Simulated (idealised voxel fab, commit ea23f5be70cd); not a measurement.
Herein follows the process module entitled voxel wiring stack.
We display cut, a cross-section 260 nm in width whose square cells are each 5 nm.
Notation: cross-section as square-cell grid; stated in bands, top first, going down; one or more cell rows per band. Per band: top height and bottom height in nm, followed by the left-to-right materials and their widths in nm; "throughout" marks a single material spanning edge to edge, "air" marks empty space. Heights from 0 (as-received wafer is one material below). Bottom band endless downward, as "from 0 down". Width spec "30..40" -> top row of cells at first value, bottom row at second value, equal per-row change in between. Basically "changes: none" means that step didn't change any cell in the cross-section. "Closed void table": empty spaces of 8 cells or more with no open way to the top, each given as width x height at distance, distance from the left edge, all in nm. Where a step's line continues beyond its settings, the continuation is a remark by the simulator itself on that step. overlay nm: mask offset rightward from planned place, masked step; negative means leftward offset.

Process steps foreseen in the plan:
1 RECEIVE with material Si
2 CONFORMAL_DEP with material SiO2, thk nm 10
3 CONFORMAL_DEP with material SiCN, thk nm 5
4 DIRECTIONAL_DEP with material SiO2, thk nm 20
5 PATTERN with tone open, mask id METAL_1, material resist, width nm 25, pitch nm 40, thk nm 15, overlay nm 0
6 DIRECTIONAL_ETCH with etch materials SiO2, depth nm 20
7 DIRECTIONAL_ETCH with etch materials SiCN, depth nm 5
8 STRIP with etch materials resist
9 CONFORMAL_DEP with material TiN, thk nm 5
10 FILL_DEP with material W, thk nm 10
11 CMP with height nm 35
12 CONFORMAL_DEP with material SiCN, thk nm 5
13 DIRECTIONAL_DEP with material SiO2, thk nm 25
14 PATTERN with tone open, mask id METAL_2, material resist, width nm 25, pitch nm 40, thk nm 20, overlay nm 0
15 DIRECTIONAL_ETCH with etch materials SiO2, depth nm 15
16 STRIP with etch materials resist
17 PATTERN with tone open, mask id METAL_2_HOLES, material resist, width nm 15, pitch nm 80, thk nm 20, overlay nm 0
18 DIRECTIONAL_ETCH with etch materials SiO2, depth nm 10
19 DIRECTIONAL_ETCH with etch materials SiCN, depth nm 5
20 STRIP with etch materials resist
21 CONFORMAL_DEP with material TiN, thk nm 5
22 FILL_DEP with material Cu, thk nm 10
23 CMP with height nm 65
24 CONFORMAL_DEP with material SiN, thk nm 5

Step 1 complete: cross-section of the wafer as received:
- from 0 down  Si throughout
- Closed void table: none

The plan above was carried out on the starting structure above with one mistake, and this cross-section shows the wafer at the end of the module:
- from 70 to 65  SiN throughout
- from 65 to 55  SiO2 50 / TiN 5..10 / Cu 20..15 / TiN 5 / SiO2 15 / TiN 5 / Cu 15 / TiN 5 / SiO2 10 / TiN 5..10 / Cu 20..15 / TiN 5 / SiO2 15 / TiN 5 / Cu 15 / TiN 5 / SiO2 60
- from 55 to 50  SiO2 55 / TiN 25 / SiO2 15 / TiN 25 / SiO2 15 / TiN 25 / SiO2 15 / TiN 25 / SiO2 60
- from 50 to 40  SiO2 55 / TiN 10 / SiO2 70 / TiN 10 / SiO2 115
- from 40 to 35  SiCN 55 / TiN 10 / SiCN 70 / TiN 10 / SiCN 115
- from 35 to 15  SiO2 55 / TiN 5 / W 15 / TiN 5 / SiO2 15 / TiN 5 / W 15 / TiN 5 / SiO2 15 / TiN 5 / W 15 / TiN 5 / SiO2 15 / TiN 5 / W 15 / TiN 5 / SiO2 60
- from 15 to 10  SiCN 55 / TiN 25 / SiCN 15 / TiN 25 / SiCN 15 / TiN 25 / SiCN 15 / TiN 25 / SiCN 60
- from 10 to 0  SiO2 throughout
- from 0 down  Si throughout
- Closed void table: none
Where did the run depart from the plan? step 17 ran with different settings than intended, the actual operation and settings being PATTERN with tone open, mask id METAL_2_HOLES, material resist, width nm 15, pitch nm 80, thk nm 20, overlay nm -5
